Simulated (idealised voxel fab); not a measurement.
process module | voxel self aligned contacts
cross-section cut | 185 nm wide | cells 5 nm
A cross-section is a grid of square cells, given in bands from the top down. A band is one or more rows of cells.
Each band's line starts with the height of the band's top and of its bottom, in nm. Then come its materials from left to right, each with its width in nm. One material with "throughout" fills the band from edge to edge. "air" is empty space.
Height 0 is the level under which the wafer as received is all one material. The lowest band goes on downwards, as in "0 down".
A width such as "30 to 40" changes by the same amount from each row of cells to the next, from the band's top row to its bottom row.
"no change" after a step means that no cell of the cross-section changed.
closed voids: empty space of 8 cells or more with no open way to the top, each as width x height at its distance from the left edge, in nm
after a step's settings: what the simulator itself notes on the step
overlay nm, on a step with a mask: how far to the right of its planned place the mask lay; to the left if negative
plan
1 op RECEIVE | material Si
2 op CONFORMAL_DEP | material SiO2 | thk nm 5
3 op DIRECTIONAL_DEP | material polySi | thk nm 25
4 op DIRECTIONAL_DEP | material SiN | thk nm 15
5 op PATTERN | tone cover | mask id GATE | material resist | width nm 25 | pitch nm 50 | thk nm 20 | overlay nm 0
6 op DIRECTIONAL_ETCH | etch materials SiN | depth nm 15
7 op DIRECTIONAL_ETCH | etch materials polySi | depth nm 25
8 op STRIP | etch materials resist
9 op CONFORMAL_DEP | material SiN | thk nm 5
10 op DIRECTIONAL_ETCH | etch materials SiN | depth nm 5
11 op FILL_DEP | material SiO2 | thk nm 20
12 op CMP | height nm 55
13 op PATTERN | tone open | mask id CONTACT | material resist | width nm 35 | thk nm 15 | overlay nm 0
14 op DIRECTIONAL_ETCH | etch materials SiO2 | depth nm 55
15 op STRIP | etch materials resist
16 op CONFORMAL_DEP | material TiN | thk nm 5
17 op FILL_DEP | material W | thk nm 10
18 op CMP | height nm 55
19 op CONFORMAL_DEP | material SiN | thk nm 5
first wafer, as planned
as received, after step 1
  0 down: Si throughout
  closed voids: none
after step 2
  5 to 0: SiO2 throughout
  below 0: unchanged
after step 3
  30 to 5: polySi throughout
  below 5: unchanged
after step 4
  45 to 30: SiN throughout
  below 30: unchanged
after step 5
  65 to 45: air 55 | resist 25 | air 25 | resist 25 | air 55
  below 45: unchanged
after step 6
  65 to 45: air 55 | resist 25 | air 25 | resist 25 | air 55
  45 to 30: air 55 | SiN 25 | air 25 | SiN 25 | air 55
  below 30: unchanged
after step 7
  65 to 45: air 55 | resist 25 | air 25 | resist 25 | air 55
  45 to 30: air 55 | SiN 25 | air 25 | SiN 25 | air 55
  30 to 5: air 55 | polySi 25 | air 25 | polySi 25 | air 55
  below 5: unchanged
after step 8
  45 to 30: air 55 | SiN 25 | air 25 | SiN 25 | air 55
  below 30: unchanged
after step 9
  50 to 30: air 50 | SiN 35 | air 15 | SiN 35 | air 50
  30 to 10: air 50 | SiN 5 | polySi 25 | SiN 5 | air 15 | SiN 5 | polySi 25 | SiN 5 | air 50
  10 to 5: SiN 55 | polySi 25 | SiN 25 | polySi 25 | SiN 55
  below 5: unchanged
after step 10
  45 to 30: air 50 | SiN 35 | air 15 | SiN 35 | air 50
  30 to 5: air 50 | SiN 5 | polySi 25 | SiN 5 | air 15 | SiN 5 | polySi 25 | SiN 5 | air 50
  below 5: unchanged
after step 11
  65 to 45: SiO2 throughout
  45 to 30: SiO2 50 | SiN 35 | SiO2 15 | SiN 35 | SiO2 50
  30 to 5: SiO2 50 | SiN 5 | polySi 25 | SiN 5 | SiO2 15 | SiN 5 | polySi 25 | SiN 5 | SiO2 50
  below 5: unchanged
after step 12
  55 to 45: SiO2 throughout
  below 45: unchanged
after step 13
  70 to 55: resist 75 | air 35 | resist 75
  below 55: unchanged
after step 14
  70 to 55: resist 75 | air 35 | resist 75
  55 to 45: SiO2 75 | air 35 | SiO2 75
  45 to 30: SiO2 50 | SiN 35 | air 15 | SiN 35 | SiO2 50
  30 to 5: SiO2 50 | SiN 5 | polySi 25 | SiN 5 | air 15 | SiN 5 | polySi 25 | SiN 5 | SiO2 50
  5 to 0: SiO2 85 | air 15 | SiO2 85
  below 0: unchanged
after step 15
  55 to 45: SiO2 75 | air 35 | SiO2 75
  below 45: unchanged
after step 16
  60 to 55: TiN 80 | air 25 | TiN 80
  55 to 45: SiO2 75 | TiN 5 to 15 | air 25 to 5 | TiN 5 to 15 | SiO2 75
  45 to 30: SiO2 50 | SiN 35 | TiN 5 | air 5 | TiN 5 | SiN 35 | SiO2 50
  30 to 5: SiO2 50 | SiN 5 | polySi 25 | SiN 5 | TiN 5 | air 5 | TiN 5 | SiN 5 | polySi 25 | SiN 5 | SiO2 50
  5 to 0: SiO2 85 | TiN 15 | SiO2 85
  below 0: unchanged
after step 17
  70 to 60: W throughout
  60 to 55: TiN 80 | W 25 | TiN 80
  55 to 45: SiO2 75 | TiN 5 to 15 | W 25 to 5 | TiN 5 to 15 | SiO2 75
  45 to 30: SiO2 50 | SiN 35 | TiN 5 | W 5 | TiN 5 | SiN 35 | SiO2 50
  30 to 5: SiO2 50 | SiN 5 | polySi 25 | SiN 5 | TiN 5 | W 5 | TiN 5 | SiN 5 | polySi 25 | SiN 5 | SiO2 50
  below 5: unchanged
after step 18
  55 to 45: SiO2 75 | TiN 5 to 15 | W 25 to 5 | TiN 5 to 15 | SiO2 75
  below 45: unchanged
after step 19
  60 to 55: SiN throughout
  below 55: unchanged
second wafer: like start, like plan, one mistake. Through step 3 it matches the first wafer
when step 4 should have ended
  60 to 30: SiN throughout
  below 30: unchanged
when step 5 should have ended
  80 to 60: air 55 | resist 25 | air 25 | resist 25 | air 55
  below 60: unchanged
when step 6 should have ended
  80 to 60: air 55 | resist 25 | air 25 | resist 25 | air 55
  60 to 45: air 55 | SiN 25 | air 25 | SiN 25 | air 55
  below 45: unchanged
when step 7 should have ended: no change
when step 8 should have ended
  60 to 45: air 55 | SiN 25 | air 25 | SiN 25 | air 55
  below 45: unchanged
when step 9 should have ended
  65 to 50: air 50 | SiN 35 | air 15 | SiN 35 | air 50
  50 to 30: SiN throughout
  below 30: unchanged
when step 10 should have ended
  60 to 45: air 50 | SiN 35 | air 15 | SiN 35 | air 50
  below 45: unchanged
when step 11 should have ended
  80 to 60: SiO2 throughout
  60 to 45: SiO2 50 | SiN 35 | SiO2 15 | SiN 35 | SiO2 50
  below 45: unchanged
when step 12 should have ended
  55 to 45: SiO2 50 | SiN 35 | SiO2 15 | SiN 35 | SiO2 50
  below 45: unchanged
when step 13 should have ended
  70 to 55: resist 75 | air 35 | resist 75
  below 55: unchanged
when step 14 should have ended
  70 to 55: resist 75 | air 35 | resist 75
  55 to 45: SiO2 50 | SiN 35 | air 15 | SiN 35 | SiO2 50
  below 45: unchanged
when step 15 should have ended
  55 to 45: SiO2 50 | SiN 35 | air 15 | SiN 35 | SiO2 50
  below 45: unchanged
when step 16 should have ended
  60 to 55: TiN 90 | air 5 | TiN 90
  55 to 50: SiO2 50 | SiN 35 | TiN 5 | air 5 | TiN 5 | SiN 35 | SiO2 50
  50 to 45: SiO2 50 | SiN 35 | TiN 15 | SiN 35 | SiO2 50
  below 45: unchanged
when step 17 should have ended
  70 to 60: W throughout
  60 to 55: TiN 90 | W 5 | TiN 90
  55 to 50: SiO2 50 | SiN 35 | TiN 5 | W 5 | TiN 5 | SiN 35 | SiO2 50
  below 50: unchanged
when step 18 should have ended
  55 to 50: SiO2 50 | SiN 35 | TiN 5 | W 5 | TiN 5 | SiN 35 | SiO2 50
  below 50: unchanged
when step 19 should have ended
  60 to 55: SiN throughout
  below 55: unchanged
what went wrong: step 4 was run twice
at the end the second wafer has, in cells: 77 more of SiN | 177 fewer of SiO2 | 22 fewer of TiN | 13 fewer of W | 135 more of polySi
